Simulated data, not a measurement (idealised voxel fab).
process module | voxel wiring stack
cross-section cut | 285 nm wide | cells 5 nm
A cross-section is a grid of square cells, given in bands from the top down. A band is one or more rows of cells.
Each band's line starts with the height of the band's top and of its bottom, in nm. Then come its materials from left to right, each with its width in nm. One material with "throughout" fills the band from edge to edge. "air" is empty space.
Height 0 is the level under which the wafer as received is all one material. The lowest band goes on downwards, as in "0 down".
A width such as "30 to 40" changes by the same amount from each row of cells to the next, from the band's top row to its bottom row.
"no change" after a step means that no cell of the cross-section changed.
closed voids: empty space of 8 cells or more with no open way to the top, each as width x height at its distance from the left edge, in nm
after a step's settings: what the simulator itself notes on the step
overlay nm, on a step with a mask: how far to the right of its planned place the mask lay; to the left if negative
plan
1 op RECEIVE | material Si
2 op CONFORMAL_DEP | material SiO2 | thk nm 15
3 op CONFORMAL_DEP | material SiCN | thk nm 5
4 op DIRECTIONAL_DEP | material lowk | thk nm 15
5 op DIRECTIONAL_DEP | material aC | thk nm 10
6 op PATTERN | tone open | mask id METAL_1 | material resist | width nm 20 | pitch nm 50 | thk nm 30 | overlay nm 0
7 op DIRECTIONAL_ETCH | etch materials aC | depth nm 10
8 op STRIP | etch materials resist
9 op DIRECTIONAL_ETCH | etch materials lowk | depth nm 15
10 op DIRECTIONAL_ETCH | etch materials SiCN | depth nm 5
11 op STRIP | etch materials aC
12 op CONFORMAL_DEP | material TiN | thk nm 5
13 op FILL_DEP | material Cu | thk nm 10
14 op CMP | height nm 35
15 op CONFORMAL_DEP | material SiCN | thk nm 5
16 op DIRECTIONAL_DEP | material lowk | thk nm 30
17 op PATTERN | tone open | mask id METAL_2_HOLES | material resist | width nm 15 | pitch nm 50 | thk nm 15 | overlay nm 0
18 op DIRECTIONAL_ETCH | etch materials lowk | depth nm 30
19 op STRIP | etch materials resist
20 op DIRECTIONAL_DEP | material aC | thk nm 15
21 op PATTERN | tone open | mask id METAL_2 | material resist | width nm 20 | pitch nm 50 | thk nm 35 | overlay nm 0
22 op DIRECTIONAL_ETCH | etch materials aC | depth nm 15
23 op STRIP | etch materials resist
24 op DIRECTIONAL_ETCH | etch materials lowk | depth nm 15
25 op DIRECTIONAL_ETCH | etch materials SiCN | depth nm 5
26 op STRIP | etch materials aC
27 op CONFORMAL_DEP | material TiN | thk nm 5
28 op FILL_DEP | material Cu | thk nm 5
29 op CMP | height nm 70
30 op CONFORMAL_DEP | material SiCN | thk nm 5
first wafer, as planned
as received, after step 1
  0 down: Si throughout
  closed voids: none
after step 2
  15 to 0: SiO2 throughout
  below 0: unchanged
after step 3
  20 to 15: SiCN throughout
  below 15: unchanged
after step 4
  35 to 20: lowk throughout
  below 20: unchanged
after step 5
  45 to 35: aC throughout
  below 35: unchanged
after step 6
  75 to 45: resist 80 | air 20 | resist 30 | air 20 | resist 30 | air 20 | resist 85
  below 45: unchanged
after step 7
  65 to 45: resist 80 | air 20 | resist 30 | air 20 | resist 30 | air 20 | resist 85
  45 to 35: aC 80 | air 20 | aC 30 | air 20 | aC 30 | air 20 | aC 85
  below 35: unchanged
after step 8
  45 to 35: aC 80 | air 20 | aC 30 | air 20 | aC 30 | air 20 | aC 85
  below 35: unchanged
after step 9
  45 to 35: aC 80 | air 20 | aC 30 | air 20 | aC 30 | air 20 | aC 85
  35 to 20: lowk 80 | air 20 | lowk 30 | air 20 | lowk 30 | air 20 | lowk 85
  below 20: unchanged
after step 10
  45 to 35: aC 80 | air 20 | aC 30 | air 20 | aC 30 | air 20 | aC 85
  35 to 20: lowk 80 | air 20 | lowk 30 | air 20 | lowk 30 | air 20 | lowk 85
  20 to 15: SiCN 80 | air 20 | SiCN 30 | air 20 | SiCN 30 | air 20 | SiCN 85
  below 15: unchanged
after step 11
  35 to 20: lowk 80 | air 20 | lowk 30 | air 20 | lowk 30 | air 20 | lowk 85
  below 20: unchanged
after step 12
  40 to 35: TiN 85 | air 10 | TiN 40 | air 10 | TiN 40 | air 10 | TiN 90
  35 to 20: lowk 80 | TiN 5 | air 10 | TiN 5 | lowk 30 | TiN 5 | air 10 | TiN 5 | lowk 30 | TiN 5 | air 10 | TiN 5 | lowk 85
  20 to 15: SiCN 80 | TiN 20 | SiCN 30 | TiN 20 | SiCN 30 | TiN 20 | SiCN 85
  below 15: unchanged
after step 13
  50 to 40: Cu throughout
  40 to 35: TiN 85 | Cu 10 | TiN 40 | Cu 10 | TiN 40 | Cu 10 | TiN 90
  35 to 20: lowk 80 | TiN 5 | Cu 10 | TiN 5 | lowk 30 | TiN 5 | Cu 10 | TiN 5 | lowk 30 | TiN 5 | Cu 10 | TiN 5 | lowk 85
  below 20: unchanged
after step 14
  35 to 20: lowk 80 | TiN 5 | Cu 10 | TiN 5 | lowk 30 | TiN 5 | Cu 10 | TiN 5 | lowk 30 | TiN 5 | Cu 10 | TiN 5 | lowk 85
  below 20: unchanged
after step 15
  40 to 35: SiCN throughout
  below 35: unchanged
after step 16
  70 to 40: lowk throughout
  below 40: unchanged
after step 17
  85 to 70: resist 80 | air 15 | resist 35 | air 15 | resist 35 | air 15 | resist 90
  below 70: unchanged
after step 18
  85 to 70: resist 80 | air 15 | resist 35 | air 15 | resist 35 | air 15 | resist 90
  70 to 40: lowk 80 | air 15 | lowk 35 | air 15 | lowk 35 | air 15 | lowk 90
  below 40: unchanged
after step 19
  70 to 40: lowk 80 | air 15 | lowk 35 | air 15 | lowk 35 | air 15 | lowk 90
  below 40: unchanged
after step 20
  85 to 70: aC 80 | air 15 | aC 35 | air 15 | aC 35 | air 15 | aC 90
  70 to 55: lowk 80 | air 15 | lowk 35 | air 15 | lowk 35 | air 15 | lowk 90
  55 to 40: lowk 80 | aC 15 | lowk 35 | aC 15 | lowk 35 | aC 15 | lowk 90
  below 40: unchanged
after step 21
  120 to 85: resist 80 | air 20 | resist 30 | air 20 | resist 30 | air 20 | resist 85
  below 85: unchanged
after step 22
  105 to 85: resist 80 | air 20 | resist 30 | air 20 | resist 30 | air 20 | resist 85
  85 to 70: aC 80 | air 20 | aC 30 | air 20 | aC 30 | air 20 | aC 85
  70 to 40: lowk 80 | air 15 | lowk 35 | air 15 | lowk 35 | air 15 | lowk 90
  below 40: unchanged
after step 23
  85 to 70: aC 80 | air 20 | aC 30 | air 20 | aC 30 | air 20 | aC 85
  below 70: unchanged
after step 24
  85 to 70: aC 80 | air 20 | aC 30 | air 20 | aC 30 | air 20 | aC 85
  70 to 55: lowk 80 | air 20 | lowk 30 | air 20 | lowk 30 | air 20 | lowk 85
  below 55: unchanged
after step 25
  85 to 70: aC 80 | air 20 | aC 30 | air 20 | aC 30 | air 20 | aC 85
  70 to 55: lowk 80 | air 20 | lowk 30 | air 20 | lowk 30 | air 20 | lowk 85
  55 to 40: lowk 80 | air 15 | lowk 35 | air 15 | lowk 35 | air 15 | lowk 90
  40 to 35: SiCN 80 | air 15 | SiCN 35 | air 15 | SiCN 35 | air 15 | SiCN 90
  below 35: unchanged
after step 26
  70 to 55: lowk 80 | air 20 | lowk 30 | air 20 | lowk 30 | air 20 | lowk 85
  below 55: unchanged
after step 27
  75 to 70: TiN 85 | air 10 | TiN 40 | air 10 | TiN 40 | air 10 | TiN 90
  70 to 60: lowk 80 | TiN 5 | air 10 | TiN 5 | lowk 30 | TiN 5 | air 10 | TiN 5 | lowk 30 | TiN 5 | air 10 | TiN 5 | lowk 85
  60 to 55: lowk 80 | TiN 5 | air 5 | TiN 10 | lowk 30 | TiN 5 | air 5 | TiN 10 | lowk 30 | TiN 5 | air 5 | TiN 10 | lowk 85
  55 to 40: lowk 80 | TiN 5 | air 5 | TiN 5 | lowk 35 | TiN 5 | air 5 | TiN 5 | lowk 35 | TiN 5 | air 5 | TiN 5 | lowk 90
  40 to 35: SiCN 80 | TiN 15 | SiCN 35 | TiN 15 | SiCN 35 | TiN 15 | SiCN 90
  below 35: unchanged
after step 28
  80 to 75: Cu throughout
  75 to 70: TiN 85 | Cu 10 | TiN 40 | Cu 10 | TiN 40 | Cu 10 | TiN 90
  70 to 60: lowk 80 | TiN 5 | Cu 10 | TiN 5 | lowk 30 | TiN 5 | Cu 10 | TiN 5 | lowk 30 | TiN 5 | Cu 10 | TiN 5 | lowk 85
  60 to 55: lowk 80 | TiN 5 | Cu 5 | TiN 10 | lowk 30 | TiN 5 | Cu 5 | TiN 10 | lowk 30 | TiN 5 | Cu 5 | TiN 10 | lowk 85
  55 to 40: lowk 80 | TiN 5 | Cu 5 | TiN 5 | lowk 35 | TiN 5 | Cu 5 | TiN 5 | lowk 35 | TiN 5 | Cu 5 | TiN 5 | lowk 90
  below 40: unchanged
after step 29
  70 to 60: lowk 80 | TiN 5 | Cu 10 | TiN 5 | lowk 30 | TiN 5 | Cu 10 | TiN 5 | lowk 30 | TiN 5 | Cu 10 | TiN 5 | lowk 85
  below 60: unchanged
after step 30
  75 to 70: SiCN throughout
  below 70: unchanged
second wafer: like start, like plan, one mistake. Through step 16 it matches the first wafer
when step 17 should have ended
  85 to 70: resist 75 | air 25 | resist 25 | air 25 | resist 25 | air 25 | resist 85
  below 70: unchanged
when step 18 should have ended
  85 to 70: resist 75 | air 25 | resist 25 | air 25 | resist 25 | air 25 | resist 85
  70 to 40: lowk 75 | air 25 | lowk 25 | air 25 | lowk 25 | air 25 | lowk 85
  below 40: unchanged
when step 19 should have ended
  70 to 40: lowk 75 | air 25 | lowk 25 | air 25 | lowk 25 | air 25 | lowk 85
  below 40: unchanged
when step 20 should have ended
  85 to 70: aC 75 | air 25 | aC 25 | air 25 | aC 25 | air 25 | aC 85
  70 to 55: lowk 75 | air 25 | lowk 25 | air 25 | lowk 25 | air 25 | lowk 85
  55 to 40: lowk 75 | aC 25 | lowk 25 | aC 25 | lowk 25 | aC 25 | lowk 85
  below 40: unchanged
when step 21 should have ended
  120 to 85: resist 80 | air 20 | resist 30 | air 20 | resist 30 | air 20 | resist 85
  85 to 70: aC 75 | resist 5 | air 20 | aC 25 | resist 5 | air 20 | aC 25 | resist 5 | air 20 | aC 85
  70 to 55: lowk 75 | resist 5 | air 20 | lowk 25 | resist 5 | air 20 | lowk 25 | resist 5 | air 20 | lowk 85
  below 55: unchanged
when step 22 should have ended
  105 to 85: resist 80 | air 20 | resist 30 | air 20 | resist 30 | air 20 | resist 85
  85 to 70: aC 75 | resist 5 | air 20 | aC 25 | resist 5 | air 20 | aC 25 | resist 5 | air 20 | aC 85
  70 to 55: lowk 75 | resist 5 | air 20 | lowk 25 | resist 5 | air 20 | lowk 25 | resist 5 | air 20 | lowk 85
  55 to 40: lowk 75 | aC 5 | air 20 | lowk 25 | aC 5 | air 20 | lowk 25 | aC 5 | air 20 | lowk 85
  below 40: unchanged
when step 23 should have ended
  85 to 70: aC 75 | air 25 | aC 25 | air 25 | aC 25 | air 25 | aC 85
  70 to 55: lowk 75 | air 25 | lowk 25 | air 25 | lowk 25 | air 25 | lowk 85
  below 55: unchanged
when step 24 should have ended: no change
when step 25 should have ended
  85 to 70: aC 75 | air 25 | aC 25 | air 25 | aC 25 | air 25 | aC 85
  70 to 55: lowk 75 | air 25 | lowk 25 | air 25 | lowk 25 | air 25 | lowk 85
  55 to 40: lowk 75 | aC 5 | air 20 | lowk 25 | aC 5 | air 20 | lowk 25 | aC 5 | air 20 | lowk 85
  40 to 35: SiCN 80 | air 20 | SiCN 30 | air 20 | SiCN 30 | air 20 | SiCN 85
  below 35: unchanged
when step 26 should have ended
  70 to 40: lowk 75 | air 25 | lowk 25 | air 25 | lowk 25 | air 25 | lowk 85
  below 40: unchanged
when step 27 should have ended
  75 to 70: TiN 80 | air 15 | TiN 35 | air 15 | TiN 35 | air 15 | TiN 90
  70 to 45: lowk 75 | TiN 5 | air 15 | TiN 5 | lowk 25 | TiN 5 | air 15 | TiN 5 | lowk 25 | TiN 5 | air 15 | TiN 5 | lowk 85
  45 to 40: lowk 75 | TiN 10 | air 10 | TiN 5 | lowk 25 | TiN 10 | air 10 | TiN 5 | lowk 25 | TiN 10 | air 10 | TiN 5 | lowk 85
  40 to 35: SiCN 80 | TiN 20 | SiCN 30 | TiN 20 | SiCN 30 | TiN 20 | SiCN 85
  below 35: unchanged
when step 28 should have ended
  80 to 75: Cu throughout
  75 to 70: TiN 80 | Cu 15 | TiN 35 | Cu 15 | TiN 35 | Cu 15 | TiN 90
  70 to 45: lowk 75 | TiN 5 | Cu 15 | TiN 5 | lowk 25 | TiN 5 | Cu 15 | TiN 5 | lowk 25 | TiN 5 | Cu 15 | TiN 5 | lowk 85
  45 to 40: lowk 75 | TiN 10 | Cu 10 | TiN 5 | lowk 25 | TiN 10 | Cu 10 | TiN 5 | lowk 25 | TiN 10 | Cu 10 | TiN 5 | lowk 85
  below 40: unchanged
when step 29 should have ended
  70 to 45: lowk 75 | TiN 5 | Cu 15 | TiN 5 | lowk 25 | TiN 5 | Cu 15 | TiN 5 | lowk 25 | TiN 5 | Cu 15 | TiN 5 | lowk 85
  below 45: unchanged
when step 30 should have ended
  75 to 70: SiCN throughout
  below 70: unchanged
what went wrong: step 17 ran as: op PATTERN | tone open | mask id METAL_2_HOLES | material resist | width nm 25 | pitch nm 50 | thk nm 15 | overlay nm 0
at the end the second wafer has, in cells: 27 more of Cu | 3 fewer of SiCN | 3 more of TiN | 27 fewer of lowk
